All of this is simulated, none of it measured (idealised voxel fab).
A process module follows: voxel ribs on slabs.
In the cross-section labelled cut, the width is 220 nm and each square cell is 5 nm.
For the purposes of this document, a cross-section shall be understood as a grid of square cells, specified as bands listed in top-to-bottom order, each band consisting of one or more rows of cells. Band: top height; bottom height; in nm. Then, left to right: material with width in nm, for each material. "everywhere": a single material spanning edge to edge. "empty": empty space. Basically, 0 is our baseline, since under it the wafer straight out of the box is all one material. The bottom band has no lower end and keeps on going down, so it looks like "0 and below". Width: "30 to 40" (first number = top row, second number = bottom row, same change from row to row of cells). Key: "stayed the same" - step with no changed cell in the cross-section. "Completely sealed voids" contains a list of empty spaces, each no smaller than 8 cells and without an open way to the top, written in the form width x height at distance with the distance from the left edge and all three in nm. after a step's settings: what the simulator itself notes on the step. A step line may carry the setting "overlay nm", which, for steps involving a mask, states the distance by which the mask lay to the right of its intended position; negative values denote displacement to the left.

Plan:
1) op RECEIVE | material Si
2) op DIRECTIONAL_DEP | material SiO2 | thk nm 20
3) op DIRECTIONAL_DEP | material SiN | thk nm 15
4) op PATTERN | tone cover | mask id RIB | material resist | width nm 20 | thk nm 15 | overlay nm 0
5) op DIRECTIONAL_ETCH | etch materials SiN | depth nm 5
6) op STRIP | etch materials resist
7) op PATTERN | tone cover | mask id SLAB | material resist | width nm 60 | thk nm 20 | overlay nm 0
8) op DIRECTIONAL_ETCH | etch materials SiN | depth nm 5
9) op STRIP | etch materials resist
10) op FILL_DEP | material SiO2 | thk nm 20
11) op CMP | height nm 45
12) op DIRECTIONAL_DEP | material W | thk nm 5
13) op PATTERN | tone cover | mask id HEATER | material resist | width nm 30 | thk nm 20 | overlay nm 0
14) op DIRECTIONAL_ETCH | etch materials W | depth nm 5
15) op STRIP | etch materials resist
16) op CONFORMAL_DEP | material SiN | thk nm 10
It is noted that the wafers described herein are identical at the outset and are distinguished by the depth nm of step 5; the value stated in the plan corresponds to the first wafer.

Here's the first of the wafers in cross-section, just as we got it, i.e. after step 1:
	0 and below = Si everywhere
	Completely sealed voids: none

The table below has one row for each wafer; a row shows, as of the end of the module, how many cells of each material the wafer has gained, marked (+), or lost, marked (-), since it was received, and then the wafer's closed voids:
depth nm 5; +152 SiN; +336 SiO2; +6 W; Completely sealed voids: none
depth nm 10; +112 SiN; +376 SiO2; +6 W; Completely sealed voids: none
depth nm 15; +104 SiN; +384 SiO2; +6 W; Completely sealed voids: none
depth nm 20; +104 SiN; +384 SiO2; +6 W; Completely sealed voids: none
depth nm 25; +104 SiN; +384 SiO2; +6 W; Completely sealed voids: none
